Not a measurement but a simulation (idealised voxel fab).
The following is a process module called voxel capacitor over wiring.
The cross-section on display is named cut; it measures 240 nm wide, and its cells are 5 nm squares.
This document writes a cross-section as a grid whose cells are square, and gives it as bands, listed from the top down; one or more rows of cells form a band. Look at the band entry: it leads with the top's height and the bottom's height in nm. Then it lists the materials left to right, with a width in nm for each. The word "full width" on a single material says that material fills the band edge to edge. The word "air" is empty space. Height reference: 0 = level under which incoming wafer is all one material. Lowest band: no bottom, runs on downward, e.g. "0 -> down". So if you see something like "30->40" for the width, read it as the top row of the band sitting at the first number and the bottom row at the second, with every row in between moving by the same amount as the last. Reading "no change occurred" for a step: not a cell of the cross-section changed in it. In the "Enclosed void catalog" entry, you get each enclosed empty space of 8 cells or more, one with no open way to the top, written width x height at distance, distance from the left edge, in nm. Post-settings text on a step line: simulator's own remark regarding the step. If you see "overlay nm" on a step's line and that step has a mask, it's telling you how far right of where it was planned the mask ended up; a negative number means it went left instead.
STEPS PLANNED FOR THE PROCESS
1: RECEIVE (material Si)
2: CONFORMAL_DEP (material SiO2; thk nm 10)
3: DIRECTIONAL_DEP (material TiN; thk nm 5)
4: DIRECTIONAL_DEP (material W; thk nm 15)
5: DIRECTIONAL_DEP (material aC; thk nm 15)
6: PATTERN (tone cover; mask id METAL_1; material resist; width nm 20; pitch nm 70; thk nm 35; overlay nm 0)
7: DIRECTIONAL_ETCH (etch materials aC; depth nm 15)
8: STRIP (etch materials resist)
9: DIRECTIONAL_ETCH (etch materials W; depth nm 15)
10: DIRECTIONAL_ETCH (etch materials TiN; depth nm 5)
11: STRIP (etch materials aC)
12: FILL_DEP (material lowk; thk nm 5)
13: CMP (height nm 30)
14: CONFORMAL_DEP (material SiCN; thk nm 5)
15: DIRECTIONAL_DEP (material lowk; thk nm 10)
16: DIRECTIONAL_DEP (material aC; thk nm 10)
17: PATTERN (tone open; mask id PLUG_1; material resist; width nm 15; thk nm 30; overlay nm 0)
18: DIRECTIONAL_ETCH (etch materials aC; depth nm 10)
19: STRIP (etch materials resist)
20: DIRECTIONAL_ETCH (etch materials lowk; depth nm 10)
21: DIRECTIONAL_ETCH (etch materials SiCN; depth nm 5)
22: STRIP (etch materials aC)
23: CONFORMAL_DEP (material TiN; thk nm 5)
24: FILL_DEP (material W; thk nm 10)
25: CMP (height nm 45)
26: DIRECTIONAL_DEP (material TiN; thk nm 5)
27: DIRECTIONAL_DEP (material SiN; thk nm 5)
28: DIRECTIONAL_DEP (material TiN; thk nm 10)
29: DIRECTIONAL_DEP (material aC; thk nm 15)
30: PATTERN (tone cover; mask id UPPER_PLATE; material resist; width nm 55; thk nm 35; overlay nm 0)
31: DIRECTIONAL_ETCH (etch materials aC; depth nm 15)
32: STRIP (etch materials resist)
33: DIRECTIONAL_ETCH (etch materials TiN; depth nm 10)
34: DIRECTIONAL_ETCH (etch materials SiN; depth nm 5)
35: STRIP (etch materials aC)
36: PATTERN (tone cover; mask id LOWER_PLATE; material resist; width nm 65; thk nm 15; overlay nm 0)
37: DIRECTIONAL_ETCH (etch materials TiN; depth nm 5)
38: STRIP (etch materials resist)
39: FILL_DEP (material SiO2; thk nm 15)
40: CMP (height nm 75)
41: PATTERN (tone open; mask id PLUG_2; material resist; width nm 15; thk nm 20; overlay nm 0)
42: DIRECTIONAL_ETCH (etch materials SiO2; depth nm 10)
43: STRIP (etch materials resist)
44: CONFORMAL_DEP (material TiN; thk nm 5)
45: FILL_DEP (material Ru; thk nm 5)
46: CMP (height nm 75)
47: CONFORMAL_DEP (material SiCN; thk nm 5)
AS RECEIVED (POST STEP 1): CROSS-SECTION
* 0 -> down  Si full width
* Enclosed void catalog: none
WAFER CROSS-SECTION AT END OF MODULE: START AND PLAN AS SHOWN ABOVE, ONE EXECUTION ERROR
* 80 -> 75  SiCN full width
* 75 -> 70  SiO2 95 nm / TiN 5 nm / Ru 5 nm / TiN 5 nm / SiO2 130 nm
* 70 -> 65  SiO2 95 nm / TiN 15 nm / SiO2 130 nm
* 65 -> 55  SiO2 80 nm / TiN 55 nm / SiO2 105 nm
* 55 -> 50  SiO2 80 nm / SiN 55 nm / SiO2 105 nm
* 50 -> 45  SiO2 75 nm / TiN 65 nm / SiO2 100 nm
* 45 -> 35  lowk 80 nm / TiN 5 nm / W 5 nm / TiN 5 nm / lowk 145 nm
* 35 -> 30  SiCN 80 nm / TiN 15 nm / SiCN 145 nm
* 30 -> 15  lowk 75 nm / W 20 nm / lowk 50 nm / W 20 nm / lowk 75 nm
* 15 -> 10  lowk 75 nm / TiN 20 nm / lowk 50 nm / TiN 20 nm / lowk 75 nm
* 10 -> 0  SiO2 full width
* 0 -> down  Si full width
* Enclosed void catalog: none
Here's what went sideways: note that step 41 departed from the planned setting and was carried out as PATTERN (tone open; mask id PLUG_2; material resist; width nm 15; thk nm 20; overlay nm 5)
